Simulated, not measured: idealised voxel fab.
process module | voxel capacitor over wiring
cross-section cut | 165 nm wide | cells 5 nm
A cross-section is a grid of square cells, given in bands from the top down. A band is one or more rows of cells.
Each band's line starts with the height of the band's top and of its bottom, in nm. Then come its materials from left to right, each with its width in nm. One material with "throughout" fills the band from edge to edge. "air" is empty space.
Height 0 is the level under which the wafer as received is all one material. The lowest band goes on downwards, as in "0 down".
A width such as "30 to 40" changes by the same amount from each row of cells to the next, from the band's top row to its bottom row.
"no change" after a step means that no cell of the cross-section changed.
closed voids: empty space of 8 cells or more with no open way to the top, each as width x height at its distance from the left edge, in nm
after a step's settings: what the simulator itself notes on the step
overlay nm, on a step with a mask: how far to the right of its planned place the mask lay; to the left if negative
Each pair below shows a cross-section before one step and the cross-section after it, down to the lowest band that changed. The line under each pair gives the step between them, with its settings. The pairs can come from different runs of this module on the same starting wafer, so a pair continues from the pair above only where its "before" says so.
before
  85 to 80: TiN 55 | air 5 | TiN 105
  80 to 75: SiO2 50 | TiN 5 | air 5 | TiN 5 | SiO2 100
  75 to 65: SiO2 50 to 40 | TiN 15 to 20 | SiO2 100 to 105
  65 to 60: SiO2 40 | HfO2 20 | TiN 35 | SiO2 70
  60 to 55: SiO2 35 | TiN 25 | HfO2 35 | SiO2 70
  55 to 50: SiO2 35 | Ru 25 | TiN 40 | SiO2 65
  50 to 35: lowk 40 | Ru 15 | lowk 110
  35 to 30: SiCN 40 | Ru 15 | SiCN 110
  30 to 15: lowk 30 | W 25 | lowk 50 | W 25 | lowk 35
  15 to 10: lowk 30 | TiN 25 | lowk 50 | TiN 25 | lowk 35
  10 to 0: SiO2 throughout
  0 down: Si throughout
  closed voids: none
after
  90 to 85: Ru throughout
  85 to 80: TiN 55 | Ru 5 | TiN 105
  80 to 75: SiO2 50 | TiN 5 | Ru 5 | TiN 5 | SiO2 100
  below 75: unchanged
  closed voids: none
the step between: op FILL_DEP | material Ru | thk nm 5
before: the cross-section after the pair above
after
  80 to 75: SiO2 50 | TiN 5 | Ru 5 | TiN 5 | SiO2 100
  below 75: unchanged
  closed voids: none
the step between: op CMP | height nm 80
before: the cross-section after the pair above
after
  85 to 80: SiCN throughout
  below 80: unchanged
  closed voids: none
the step between: op CONFORMAL_DEP | material SiCN | thk nm 5
before
  30 to 15: air 30 | W 25 | air 50 | W 25 | air 35
  15 to 10: TiN throughout
  10 to 0: SiO2 throughout
  0 down: Si throughout
  closed voids: none
after
  30 to 15: air 30 | W 25 | air 50 | W 25 | air 35
  15 to 10: air 25 | TiN 35 | air 40 | TiN 35 | air 30
  below 10: unchanged
  closed voids: none
the step between: op MASKED_ETCH | tone cover | mask id METAL_1 | width nm 35 | pitch nm 75 | etch materials TiN | depth nm 5 | overlay nm 0
before: the cross-section after the pair above
after
  35 to 30: lowk throughout
  30 to 15: lowk 30 | W 25 | lowk 50 | W 25 | lowk 35
  15 to 10: lowk 25 | TiN 35 | lowk 40 | TiN 35 | lowk 30
  below 10: unchanged
  closed voids: none
the step between: op FILL_DEP | material lowk | thk nm 5
before: the cross-section after the pair above
after
  30 to 15: lowk 30 | W 25 | lowk 50 | W 25 | lowk 35
  below 15: unchanged
  closed voids: none
the step between: op CMP | height nm 30
before: the cross-section after the pair above
after
  35 to 30: SiCN throughout
  below 30: unchanged
  closed voids: none
the step between: op CONFORMAL_DEP | material SiCN | thk nm 5
before: the cross-section after the pair above
after
  55 to 35: lowk throughout
  below 35: unchanged
  closed voids: none
the step between: op DIRECTIONAL_DEP | material lowk | thk nm 20
before: the cross-section after the pair above
after
  70 to 55: resist 40 | air 15 | resist 110
  below 55: unchanged
  closed voids: none
the step between: op PATTERN | tone open | mask id PLUG_1 | material resist | width nm 15 | thk nm 15 | overlay nm 0
before: the cross-section after the pair above
after
  70 to 55: resist 40 | air 15 | resist 110
  55 to 35: lowk 40 | air 15 | lowk 110
  below 35: unchanged
  closed voids: none
the step between: op DIRECTIONAL_ETCH | etch materials lowk | depth nm 20
before: the cross-section after the pair above
after
  70 to 55: resist 40 | air 15 | resist 110
  55 to 35: lowk 40 | air 15 | lowk 110
  35 to 30: SiCN 40 | air 15 | SiCN 110
  below 30: unchanged
  closed voids: none
the step between: op DIRECTIONAL_ETCH | etch materials SiCN | depth nm 5
before: the cross-section after the pair above
after
  55 to 35: lowk 40 | air 15 | lowk 110
  below 35: unchanged
  closed voids: none
the step between: op STRIP | etch materials resist
before: the cross-section after the pair above
after
  55 to 40: lowk 40 | air 15 | lowk 110
  40 to 35: lowk 40 | Ru 15 | lowk 110
  35 to 30: SiCN 40 | Ru 15 | SiCN 110
  below 30: unchanged
  closed voids: none
the step between: op EPI | material Ru | thk nm 10
before: the cross-section after the pair above
after
  55 to 50: lowk 40 | air 15 | lowk 110
  50 to 35: lowk 40 | Ru 15 | lowk 110
  below 35: unchanged
  closed voids: none
the step between: op EPI | material Ru | thk nm 10
before: the cross-section after the pair above
after
  55 to 35: lowk 40 | Ru 15 | lowk 110
  below 35: unchanged
  closed voids: none
the step between: op EPI | material Ru | thk nm 5
before: the cross-section after the pair above
after
  60 to 55: TiN throughout
  below 55: unchanged
  closed voids: none
the step between: op DIRECTIONAL_DEP | material TiN | thk nm 5
before: the cross-section after the pair above
after
  65 to 60: HfO2 throughout
  below 60: unchanged
  closed voids: none
the step between: op DIRECTIONAL_DEP | material HfO2 | thk nm 5
before: the cross-section after the pair above
after
  70 to 65: TiN throughout
  below 65: unchanged
  closed voids: none
the step between: op DIRECTIONAL_DEP | material TiN | thk nm 5
before: the cross-section after the pair above
after
  85 to 70: air 40 | resist 55 | air 70
  below 70: unchanged
  closed voids: none
the step between: op PATTERN | tone cover | mask id UPPER_PLATE | material resist | width nm 55 | thk nm 15 | overlay nm 0
before: the cross-section after the pair above
after
  85 to 70: air 40 | resist 55 | air 70
  70 to 65: air 40 | TiN 55 | air 70
  below 65: unchanged
  closed voids: none
the step between: op DIRECTIONAL_ETCH | etch materials TiN | depth nm 5
before: the cross-section after the pair above
after
  85 to 70: air 40 | resist 55 | air 70
  70 to 65: air 40 | TiN 55 | air 70
  65 to 60: air 40 | HfO2 55 | air 70
  below 60: unchanged
  closed voids: none
the step between: op DIRECTIONAL_ETCH | etch materials HfO2 | depth nm 5
before: the cross-section after the pair above
after
  70 to 65: air 40 | TiN 55 | air 70
  below 65: unchanged
  closed voids: none
the step between: op STRIP | etch materials resist
before: the cross-section after the pair above
after
  85 to 70: air 35 | resist 65 | air 65
  70 to 65: air 35 | resist 5 | TiN 55 | resist 5 | air 65
  65 to 60: air 35 | resist 5 | HfO2 55 | resist 5 | air 65
  below 60: unchanged
  closed voids: none
the step between: op PATTERN | tone cover | mask id LOWER_PLATE | material resist | width nm 65 | thk nm 15 | overlay nm 0
before: the cross-section after the pair above
after
  85 to 70: air 35 | resist 65 | air 65
  70 to 65: air 35 | resist 5 | TiN 55 | resist 5 | air 65
  65 to 60: air 35 | resist 5 | HfO2 55 | resist 5 | air 65
  60 to 55: air 35 | TiN 65 | air 65
  below 55: unchanged
  closed voids: none
the step between: op DIRECTIONAL_ETCH | etch materials TiN | depth nm 5
before: the cross-section after the pair above
after
  70 to 65: air 40 | TiN 55 | air 70
  65 to 60: air 40 | HfO2 55 | air 70
  below 60: unchanged
  closed voids: none
the step between: op STRIP | etch materials resist
before: the cross-section after the pair above
after
  85 to 70: SiO2 throughout
  70 to 65: SiO2 40 | TiN 55 | SiO2 70
  65 to 60: SiO2 40 | HfO2 55 | SiO2 70
  60 to 55: SiO2 35 | TiN 65 | SiO2 65
  below 55: unchanged
  closed voids: none
the step between: op FILL_DEP | material SiO2 | thk nm 15
before: the cross-section after the pair above
after
  80 to 70: SiO2 throughout
  below 70: unchanged
  closed voids: none
the step between: op CMP | height nm 80
before: the cross-section after the pair above
after
  95 to 80: resist 50 | air 15 | resist 100
  below 80: unchanged
  closed voids: none
the step between: op PATTERN | tone open | mask id PLUG_2 | material resist | width nm 15 | thk nm 15 | overlay nm 0
before: the cross-section after the pair above
after
  95 to 80: resist 50 | air 15 | resist 100
  80 to 70: SiO2 50 | air 15 | SiO2 100
  below 70: unchanged
  closed voids: none
the step between: op DIRECTIONAL_ETCH | etch materials SiO2 | depth nm 10
before: the cross-section after the pair above
after
  80 to 70: SiO2 50 | air 15 | SiO2 100
  below 70: unchanged
  closed voids: none
the step between: op STRIP | etch materials resist
before: the cross-section after the pair above
after
  85 to 80: TiN 55 | air 5 | TiN 105
  80 to 75: SiO2 50 | TiN 5 | air 5 | TiN 5 | SiO2 100
  75 to 65: SiO2 50 to 40 | TiN 15 to 55 | SiO2 100 to 70
  below 65: unchanged
  closed voids: none
the step between: op CONFORMAL_DEP | material TiN | thk nm 5
before: the cross-section after the pair above
after
  90 to 85: Ru throughout
  85 to 80: TiN 55 | Ru 5 | TiN 105
  80 to 75: SiO2 50 | TiN 5 | Ru 5 | TiN 5 | SiO2 100
  below 75: unchanged
  closed voids: none
the step between: op FILL_DEP | material Ru | thk nm 5
before: the cross-section after the pair above
after
  80 to 75: SiO2 50 | TiN 5 | Ru 5 | TiN 5 | SiO2 100
  below 75: unchanged
  closed voids: none
the step between: op CMP | height nm 80
before: the cross-section after the pair above
after
  85 to 80: SiCN throughout
  below 80: unchanged
  closed voids: none
the step between: op CONFORMAL_DEP | material SiCN | thk nm 5
before
  30 to 15: air 30 | W 25 | air 50 | W 25 | air 35
  15 to 10: TiN throughout
  10 to 0: SiO2 throughout
  0 down: Si throughout
  closed voids: none
after
  30 to 15: air 30 | W 25 | air 50 | W 25 | air 35
  15 to 10: air 25 | TiN 30 | air 45 | TiN 30 | air 35
  below 10: unchanged
  closed voids: none
the step between: op MASKED_ETCH | tone cover | mask id METAL_1 | width nm 25 | pitch nm 75 | etch materials TiN | depth nm 5 | overlay nm -5
before: the cross-section after the pair above
after
  35 to 30: lowk throughout
  30 to 15: lowk 30 | W 25 | lowk 50 | W 25 | lowk 35
  15 to 10: lowk 25 | TiN 30 | lowk 45 | TiN 30 | lowk 35
  below 10: unchanged
  closed voids: none
the step between: op FILL_DEP | material lowk | thk nm 5
before: the cross-section after the pair above
after
  30 to 15: lowk 30 | W 25 | lowk 50 | W 25 | lowk 35
  below 15: unchanged
  closed voids: none
the step between: op CMP | height nm 30
before: the cross-section after the pair above
after
  35 to 30: SiCN throughout
  below 30: unchanged
  closed voids: none
the step between: op CONFORMAL_DEP | material SiCN | thk nm 5
before: the cross-section after the pair above
after
  55 to 35: lowk throughout
  below 35: unchanged
  closed voids: none
the step between: op DIRECTIONAL_DEP | material lowk | thk nm 20
before: the cross-section after the pair above
after
  70 to 55: resist 40 | air 15 | resist 110
  below 55: unchanged
  closed voids: none
the step between: op PATTERN | tone open | mask id PLUG_1 | material resist | width nm 15 | thk nm 15 | overlay nm 0
before: the cross-section after the pair above
after
  70 to 55: resist 40 | air 15 | resist 110
  55 to 35: lowk 40 | air 15 | lowk 110
  below 35: unchanged
  closed voids: none
the step between: op DIRECTIONAL_ETCH | etch materials lowk | depth nm 20
before: the cross-section after the pair above
after
  70 to 55: resist 40 | air 15 | resist 110
  55 to 35: lowk 40 | air 15 | lowk 110
  35 to 30: SiCN 40 | air 15 | SiCN 110
  below 30: unchanged
  closed voids: none
the step between: op DIRECTIONAL_ETCH | etch materials SiCN | depth nm 5
before: the cross-section after the pair above
after
  55 to 35: lowk 40 | air 15 | lowk 110
  below 35: unchanged
  closed voids: none
the step between: op STRIP | etch materials resist
before: the cross-section after the pair above
after
  55 to 40: lowk 40 | air 15 | lowk 110
  40 to 35: lowk 40 | Ru 15 | lowk 110
  35 to 30: SiCN 40 | Ru 15 | SiCN 110
  below 30: unchanged
  closed voids: none
the step between: op EPI | material Ru | thk nm 10
before: the cross-section after the pair above
after
  55 to 50: lowk 40 | air 15 | lowk 110
  50 to 35: lowk 40 | Ru 15 | lowk 110
  below 35: unchanged
  closed voids: none
the step between: op EPI | material Ru | thk nm 10
before: the cross-section after the pair above
after
  55 to 35: lowk 40 | Ru 15 | lowk 110
  below 35: unchanged
  closed voids: none
the step between: op EPI | material Ru | thk nm 5
before: the cross-section after the pair above
after
  60 to 55: TiN throughout
  below 55: unchanged
  closed voids: none
the step between: op DIRECTIONAL_DEP | material TiN | thk nm 5
before: the cross-section after the pair above
after
  65 to 60: HfO2 throughout
  below 60: unchanged
  closed voids: none
the step between: op DIRECTIONAL_DEP | material HfO2 | thk nm 5
before: the cross-section after the pair above
after
  70 to 65: TiN throughout
  below 65: unchanged
  closed voids: none
the step between: op DIRECTIONAL_DEP | material TiN | thk nm 5
before: the cross-section after the pair above
after
  85 to 70: air 40 | resist 55 | air 70
  below 70: unchanged
  closed voids: none
the step between: op PATTERN | tone cover | mask id UPPER_PLATE | material resist | width nm 55 | thk nm 15 | overlay nm 0
before: the cross-section after the pair above
after
  85 to 70: air 40 | resist 55 | air 70
  70 to 65: air 40 | TiN 55 | air 70
  below 65: unchanged
  closed voids: none
the step between: op DIRECTIONAL_ETCH | etch materials TiN | depth nm 5
before: the cross-section after the pair above
after
  85 to 70: air 40 | resist 55 | air 70
  70 to 65: air 40 | TiN 55 | air 70
  65 to 60: air 40 | HfO2 55 | air 70
  below 60: unchanged
  closed voids: none
the step between: op DIRECTIONAL_ETCH | etch materials HfO2 | depth nm 5
before: the cross-section after the pair above
after
  70 to 65: air 40 | TiN 55 | air 70
  below 65: unchanged
  closed voids: none
the step between: op STRIP | etch materials resist
before: the cross-section after the pair above
after
  85 to 70: air 35 | resist 65 | air 65
  70 to 65: air 35 | resist 5 | TiN 55 | resist 5 | air 65
  65 to 60: air 35 | resist 5 | HfO2 55 | resist 5 | air 65
  below 60: unchanged
  closed voids: none
the step between: op PATTERN | tone cover | mask id LOWER_PLATE | material resist | width nm 65 | thk nm 15 | overlay nm 0
before: the cross-section after the pair above
after
  85 to 70: air 35 | resist 65 | air 65
  70 to 65: air 35 | resist 5 | TiN 55 | resist 5 | air 65
  65 to 60: air 35 | resist 5 | HfO2 55 | resist 5 | air 65
  60 to 55: air 35 | TiN 65 | air 65
  below 55: unchanged
  closed voids: none
the step between: op DIRECTIONAL_ETCH | etch materials TiN | depth nm 5
before: the cross-section after the pair above
after
  70 to 65: air 40 | TiN 55 | air 70
  65 to 60: air 40 | HfO2 55 | air 70
  below 60: unchanged
  closed voids: none
the step between: op STRIP | etch materials resist
before: the cross-section after the pair above
after
  85 to 70: SiO2 throughout
  70 to 65: SiO2 40 | TiN 55 | SiO2 70
  65 to 60: SiO2 40 | HfO2 55 | SiO2 70
  60 to 55: SiO2 35 | TiN 65 | SiO2 65
  below 55: unchanged
  closed voids: none
the step between: op FILL_DEP | material SiO2 | thk nm 15
before: the cross-section after the pair above
after
  80 to 70: SiO2 throughout
  below 70: unchanged
  closed voids: none
the step between: op CMP | height nm 80
before: the cross-section after the pair above
after
  95 to 80: resist 50 | air 15 | resist 100
  below 80: unchanged
  closed voids: none
the step between: op PATTERN | tone open | mask id PLUG_2 | material resist | width nm 15 | thk nm 15 | overlay nm 0
before: the cross-section after the pair above
after
  95 to 80: resist 50 | air 15 | resist 100
  80 to 70: SiO2 50 | air 15 | SiO2 100
  below 70: unchanged
  closed voids: none
the step between: op DIRECTIONAL_ETCH | etch materials SiO2 | depth nm 10
before: the cross-section after the pair above
after
  80 to 70: SiO2 50 | air 15 | SiO2 100
  below 70: unchanged
  closed voids: none
the step between: op STRIP | etch materials resist
before: the cross-section after the pair above
after
  85 to 80: TiN 55 | air 5 | TiN 105
  80 to 75: SiO2 50 | TiN 5 | air 5 | TiN 5 | SiO2 100
  75 to 65: SiO2 50 to 40 | TiN 15 to 55 | SiO2 100 to 70
  below 65: unchanged
  closed voids: none
the step between: op CONFORMAL_DEP | material TiN | thk nm 5
before: the cross-section after the pair above
after
  90 to 85: Ru throughout
  85 to 80: TiN 55 | Ru 5 | TiN 105
  80 to 75: SiO2 50 | TiN 5 | Ru 5 | TiN 5 | SiO2 100
  below 75: unchanged
  closed voids: none
the step between: op FILL_DEP | material Ru | thk nm 5
before: the cross-section after the pair above
after
  80 to 75: SiO2 50 | TiN 5 | Ru 5 | TiN 5 | SiO2 100
  below 75: unchanged
  closed voids: none
the step between: op CMP | height nm 80
before: the cross-section after the pair above
after
  85 to 80: SiCN throughout
  below 80: unchanged
  closed voids: none
the step between: op CONFORMAL_DEP | material SiCN | thk nm 5
before
  55 to 35: lowk 40 | Ru 15 | lowk 110
  35 to 30: SiCN 40 | Ru 15 | SiCN 110
  30 to 15: lowk 30 | W 25 | lowk 50 | W 25 | lowk 35
  15 to 10: lowk 30 | TiN 25 | lowk 50 | TiN 25 | lowk 35
  10 to 0: SiO2 throughout
  0 down: Si throughout
  closed voids: none
after
  60 to 55: SiCN throughout
  below 55: unchanged
  closed voids: none
the step between: op DIRECTIONAL_DEP | material SiCN | thk nm 5
before: the cross-section after the pair above
after
  65 to 60: HfO2 throughout
  below 60: unchanged
  closed voids: none
the step between: op DIRECTIONAL_DEP | material HfO2 | thk nm 5
before: the cross-section after the pair above
after
  70 to 65: TiN throughout
  below 65: unchanged
  closed voids: none
the step between: op DIRECTIONAL_DEP | material TiN | thk nm 5
before: the cross-section after the pair above
after
  85 to 70: air 40 | resist 55 | air 70
  below 70: unchanged
  closed voids: none
the step between: op PATTERN | tone cover | mask id UPPER_PLATE | material resist | width nm 55 | thk nm 15 | overlay nm 0
before: the cross-section after the pair above
after
  85 to 70: air 40 | resist 55 | air 70
  70 to 65: air 40 | TiN 55 | air 70
  below 65: unchanged
  closed voids: none
the step between: op DIRECTIONAL_ETCH | etch materials TiN | depth nm 5
before: the cross-section after the pair above
after
  85 to 70: air 40 | resist 55 | air 70
  70 to 65: air 40 | TiN 55 | air 70
  65 to 60: air 40 | HfO2 55 | air 70
  below 60: unchanged
  closed voids: none
the step between: op DIRECTIONAL_ETCH | etch materials HfO2 | depth nm 5
before: the cross-section after the pair above
after
  70 to 65: air 40 | TiN 55 | air 70
  below 65: unchanged
  closed voids: none
the step between: op STRIP | etch materials resist
before: the cross-section after the pair above
after
  85 to 70: air 35 | resist 65 | air 65
  70 to 65: air 35 | resist 5 | TiN 55 | resist 5 | air 65
  65 to 60: air 35 | resist 5 | HfO2 55 | resist 5 | air 65
  below 60: unchanged
  closed voids: none
the step between: op PATTERN | tone cover | mask id LOWER_PLATE | material resist | width nm 65 | thk nm 15 | overlay nm 0
before: the cross-section after the pair above
after
  70 to 65: air 40 | TiN 55 | air 70
  65 to 60: air 40 | HfO2 55 | air 70
  below 60: unchanged
  closed voids: none
the step between: op STRIP | etch materials resist
before: the cross-section after the pair above
after
  85 to 70: SiO2 throughout
  70 to 65: SiO2 40 | TiN 55 | SiO2 70
  65 to 60: SiO2 40 | HfO2 55 | SiO2 70
  below 60: unchanged
  closed voids: none
the step between: op FILL_DEP | material SiO2 | thk nm 15
before: the cross-section after the pair above
after
  80 to 70: SiO2 throughout
  below 70: unchanged
  closed voids: none
the step between: op CMP | height nm 80
before: the cross-section after the pair above
after
  95 to 80: resist 50 | air 15 | resist 100
  below 80: unchanged
  closed voids: none
the step between: op PATTERN | tone open | mask id PLUG_2 | material resist | width nm 15 | thk nm 15 | overlay nm 0
before: the cross-section after the pair above
after
  95 to 80: resist 50 | air 15 | resist 100
  80 to 70: SiO2 50 | air 15 | SiO2 100
  below 70: unchanged
  closed voids: none
the step between: op DIRECTIONAL_ETCH | etch materials SiO2 | depth nm 10
before: the cross-section after the pair above
after
  80 to 70: SiO2 50 | air 15 | SiO2 100
  below 70: unchanged
  closed voids: none
the step between: op STRIP | etch materials resist
before: the cross-section after the pair above
after
  85 to 80: TiN 55 | air 5 | TiN 105
  80 to 75: SiO2 50 | TiN 5 | air 5 | TiN 5 | SiO2 100
  75 to 65: SiO2 50 to 40 | TiN 15 to 55 | SiO2 100 to 70
  below 65: unchanged
  closed voids: none
the step between: op CONFORMAL_DEP | material TiN | thk nm 5
before: the cross-section after the pair above
after
  90 to 85: Ru throughout
  85 to 80: TiN 55 | Ru 5 | TiN 105
  80 to 75: SiO2 50 | TiN 5 | Ru 5 | TiN 5 | SiO2 100
  below 75: unchanged
  closed voids: none
the step between: op FILL_DEP | material Ru | thk nm 5
before: the cross-section after the pair above
after
  80 to 75: SiO2 50 | TiN 5 | Ru 5 | TiN 5 | SiO2 100
  below 75: unchanged
  closed voids: none
the step between: op CMP | height nm 80
before: the cross-section after the pair above
after
  85 to 80: SiCN throughout
  below 80: unchanged
  closed voids: none
the step between: op CONFORMAL_DEP | material SiCN | thk nm 5
before
  55 to 35: lowk throughout
  35 to 30: SiCN throughout
  30 to 15: lowk 30 | W 25 | lowk 50 | W 25 | lowk 35
  15 to 10: lowk 30 | TiN 25 | lowk 50 | TiN 25 | lowk 35
  10 to 0: SiO2 throughout
  0 down: Si throughout
  closed voids: none
after
  70 to 55: air 40 | resist 15 | air 110
  below 55: unchanged
  closed voids: none
the step between: op PATTERN | tone cover | mask id PLUG_1 | material resist | width nm 15 | thk nm 15 | overlay nm 0
before: the cross-section after the pair above
after
  70 to 55: air 40 | resist 15 | air 110
  55 to 35: air 40 | lowk 15 | air 110
  below 35: unchanged
  closed voids: none
the step between: op DIRECTIONAL_ETCH | etch materials lowk | depth nm 20
before: the cross-section after the pair above
after
  70 to 55: air 40 | resist 15 | air 110
  55 to 35: air 40 | lowk 15 | air 110
  35 to 30: air 40 | SiCN 15 | air 110
  below 30: unchanged
  closed voids: none
the step between: op DIRECTIONAL_ETCH | etch materials SiCN | depth nm 5
before: the cross-section after the pair above
after
  55 to 35: air 40 | lowk 15 | air 110
  below 35: unchanged
  closed voids: none
the step between: op STRIP | etch materials resist
before: the cross-section after the pair above
after
  55 to 40: air 40 | lowk 15 | air 110
  40 to 35: air 20 | Ru 20 | lowk 15 | air 40 | Ru 45 | air 25
  35 to 30: air 20 | Ru 20 | SiCN 15 | air 40 | Ru 45 | air 25
  below 30: unchanged
  closed voids: none
the step between: op EPI | material Ru | thk nm 10
before: the cross-section after the pair above
after
  55 to 50: air 40 | lowk 15 | air 110
  50 to 35: air 10 | Ru 30 | lowk 15 | air 30 | Ru 65 | air 15
  35 to 30: air 10 | Ru 30 | SiCN 15 | air 30 | Ru 65 | air 15
  below 30: unchanged
  closed voids: none
the step between: op EPI | material Ru | thk nm 10
before: the cross-section after the pair above
after
  55 to 35: air 5 | Ru 35 | lowk 15 | air 25 | Ru 75 | air 10
  35 to 30: air 5 | Ru 35 | SiCN 15 | air 25 | Ru 75 | air 10
  below 30: unchanged
  closed voids: none
the step between: op EPI | material Ru | thk nm 5
before: the cross-section after the pair above
after
  60 to 55: air 5 | TiN 50 | air 25 | TiN 75 | air 10
  55 to 35: air 5 | Ru 35 | lowk 15 | air 25 | Ru 75 | air 10
  35 to 30: TiN 5 | Ru 35 | SiCN 15 | TiN 25 | Ru 75 | TiN 10
  below 30: unchanged
  closed voids: none
the step between: op DIRECTIONAL_DEP | material TiN | thk nm 5
before: the cross-section after the pair above
after
  65 to 60: air 5 | HfO2 50 | air 25 | HfO2 75 | air 10
  60 to 55: air 5 | TiN 50 | air 25 | TiN 75 | air 10
  55 to 40: air 5 | Ru 35 | lowk 15 | air 25 | Ru 75 | air 10
  40 to 35: HfO2 5 | Ru 35 | lowk 15 | HfO2 25 | Ru 75 | HfO2 10
  below 35: unchanged
  closed voids: none
the step between: op DIRECTIONAL_DEP | material HfO2 | thk nm 5
before: the cross-section after the pair above
after
  70 to 65: air 5 | TiN 50 | air 25 | TiN 75 | air 10
  65 to 60: air 5 | HfO2 50 | air 25 | HfO2 75 | air 10
  60 to 55: air 5 | TiN 50 | air 25 | TiN 75 | air 10
  55 to 45: air 5 | Ru 35 | lowk 15 | air 25 | Ru 75 | air 10
  45 to 40: TiN 5 | Ru 35 | lowk 15 | TiN 25 | Ru 75 | TiN 10
  below 40: unchanged
  closed voids: none
the step between: op DIRECTIONAL_DEP | material TiN | thk nm 5
before: the cross-section after the pair above
after
  85 to 70: air 40 | resist 55 | air 70
  70 to 65: air 5 | TiN 50 | resist 25 | TiN 75 | air 10
  65 to 60: air 5 | HfO2 50 | resist 25 | HfO2 75 | air 10
  60 to 55: air 5 | TiN 50 | resist 25 | TiN 75 | air 10
  55 to 45: air 5 | Ru 35 | lowk 15 | resist 25 | Ru 75 | air 10
  below 45: unchanged
  closed voids: none
the step between: op PATTERN | tone cover | mask id UPPER_PLATE | material resist | width nm 55 | thk nm 15 | overlay nm 0
before: the cross-section after the pair above
after
  85 to 70: air 40 | resist 55 | air 70
  70 to 65: air 40 | TiN 15 | resist 25 | TiN 15 | air 70
  65 to 60: air 5 | HfO2 50 | resist 25 | HfO2 75 | air 10
  60 to 55: air 5 | TiN 50 | resist 25 | TiN 75 | air 10
  55 to 45: air 5 | Ru 35 | lowk 15 | resist 25 | Ru 75 | air 10
  45 to 40: air 5 | Ru 35 | lowk 15 | TiN 25 | Ru 75 | air 10
  below 40: unchanged
  closed voids: none
the step between: op DIRECTIONAL_ETCH | etch materials TiN | depth nm 5
before: the cross-section after the pair above
after
  85 to 70: air 40 | resist 55 | air 70
  70 to 65: air 40 | TiN 15 | resist 25 | TiN 15 | air 70
  65 to 60: air 40 | HfO2 15 | resist 25 | HfO2 15 | air 70
  60 to 55: air 5 | TiN 50 | resist 25 | TiN 75 | air 10
  55 to 45: air 5 | Ru 35 | lowk 15 | resist 25 | Ru 75 | air 10
  45 to 40: air 5 | Ru 35 | lowk 15 | TiN 25 | Ru 75 | air 10
  40 to 35: air 5 | Ru 35 | lowk 15 | HfO2 25 | Ru 75 | air 10
  below 35: unchanged
  closed voids: none
the step between: op DIRECTIONAL_ETCH | etch materials HfO2 | depth nm 5
before: the cross-section after the pair above
after
  70 to 65: air 40 | TiN 15 | air 25 | TiN 15 | air 70
  65 to 60: air 40 | HfO2 15 | air 25 | HfO2 15 | air 70
  60 to 55: air 5 | TiN 50 | air 25 | TiN 75 | air 10
  55 to 45: air 5 | Ru 35 | lowk 15 | air 25 | Ru 75 | air 10
  below 45: unchanged
  closed voids: none
the step between: op STRIP | etch materials resist
before: the cross-section after the pair above
after
  85 to 70: air 35 | resist 65 | air 65
  70 to 65: air 35 | resist 5 | TiN 15 | resist 25 | TiN 15 | resist 5 | air 65
  65 to 60: air 35 | resist 5 | HfO2 15 | resist 25 | HfO2 15 | resist 5 | air 65
  60 to 55: air 5 | TiN 50 | resist 25 | TiN 75 | air 10
  55 to 45: air 5 | Ru 35 | lowk 15 | resist 25 | Ru 75 | air 10
  below 45: unchanged
  closed voids: none
the step between: op PATTERN | tone cover | mask id LOWER_PLATE | material resist | width nm 65 | thk nm 15 | overlay nm 0
before: the cross-section after the pair above
after
  85 to 70: air 35 | resist 65 | air 65
  70 to 65: air 35 | resist 5 | TiN 15 | resist 25 | TiN 15 | resist 5 | air 65
  65 to 60: air 35 | resist 5 | HfO2 15 | resist 25 | HfO2 15 | resist 5 | air 65
  60 to 55: air 35 | TiN 20 | resist 25 | TiN 20 | air 65
  55 to 45: air 5 | Ru 35 | lowk 15 | resist 25 | Ru 75 | air 10
  45 to 40: air 5 | Ru 35 | lowk 15 | TiN 25 | Ru 75 | air 10
  40 to 35: air 5 | Ru 35 | lowk 15 | HfO2 25 | Ru 75 | air 10
  35 to 30: air 5 | Ru 35 | SiCN 15 | TiN 25 | Ru 75 | air 10
  below 30: unchanged
  closed voids: none
the step between: op DIRECTIONAL_ETCH | etch materials TiN | depth nm 5
before: the cross-section after the pair above
after
  70 to 65: air 40 | TiN 15 | air 25 | TiN 15 | air 70
  65 to 60: air 40 | HfO2 15 | air 25 | HfO2 15 | air 70
  60 to 55: air 35 | TiN 20 | air 25 | TiN 20 | air 65
  55 to 45: air 5 | Ru 35 | lowk 15 | air 25 | Ru 75 | air 10
  below 45: unchanged
  closed voids: none
the step between: op STRIP | etch materials resist
before: the cross-section after the pair above
after
  85 to 70: SiO2 throughout
  70 to 65: SiO2 40 | TiN 15 | SiO2 25 | TiN 15 | SiO2 70
  65 to 60: SiO2 40 | HfO2 15 | SiO2 25 | HfO2 15 | SiO2 70
  60 to 55: SiO2 35 | TiN 20 | SiO2 25 | TiN 20 | SiO2 65
  55 to 45: SiO2 5 | Ru 35 | lowk 15 | SiO2 25 | Ru 75 | SiO2 10
  45 to 40: SiO2 5 | Ru 35 | lowk 15 | TiN 25 | Ru 75 | SiO2 10
  40 to 35: SiO2 5 | Ru 35 | lowk 15 | HfO2 25 | Ru 75 | SiO2 10
  35 to 30: SiO2 5 | Ru 35 | SiCN 15 | TiN 25 | Ru 75 | SiO2 10
  below 30: unchanged
  closed voids: none
the step between: op FILL_DEP | material SiO2 | thk nm 15
before: the cross-section after the pair above
after
  80 to 70: SiO2 throughout
  below 70: unchanged
  closed voids: none
the step between: op CMP | height nm 80
before: the cross-section after the pair above
after
  95 to 80: resist 50 | air 15 | resist 100
  below 80: unchanged
  closed voids: none
the step between: op PATTERN | tone open | mask id PLUG_2 | material resist | width nm 15 | thk nm 15 | overlay nm 0
before: the cross-section after the pair above
after
  95 to 80: resist 50 | air 15 | resist 100
  80 to 70: SiO2 50 | air 15 | SiO2 100
  below 70: unchanged
  closed voids: none
the step between: op DIRECTIONAL_ETCH | etch materials SiO2 | depth nm 10
before: the cross-section after the pair above
after
  80 to 70: SiO2 50 | air 15 | SiO2 100
  below 70: unchanged
  closed voids: none
the step between: op STRIP | etch materials resist
before: the cross-section after the pair above
after
  85 to 80: TiN 55 | air 5 | TiN 105
  80 to 75: SiO2 50 | TiN 5 | air 5 | TiN 5 | SiO2 100
  75 to 70: SiO2 50 | TiN 15 | SiO2 100
  below 70: unchanged
  closed voids: none
the step between: op CONFORMAL_DEP | material TiN | thk nm 5
before: the cross-section after the pair above
after
  90 to 85: Ru throughout
  85 to 80: TiN 55 | Ru 5 | TiN 105
  80 to 75: SiO2 50 | TiN 5 | Ru 5 | TiN 5 | SiO2 100
  below 75: unchanged
  closed voids: none
the step between: op FILL_DEP | material Ru | thk nm 5
before: the cross-section after the pair above
after
  80 to 75: SiO2 50 | TiN 5 | Ru 5 | TiN 5 | SiO2 100
  below 75: unchanged
  closed voids: none
the step between: op CMP | height nm 80
before: the cross-section after the pair above
after
  85 to 80: SiCN throughout
  below 80: unchanged
  closed voids: none
the step between: op CONFORMAL_DEP | material SiCN | thk nm 5
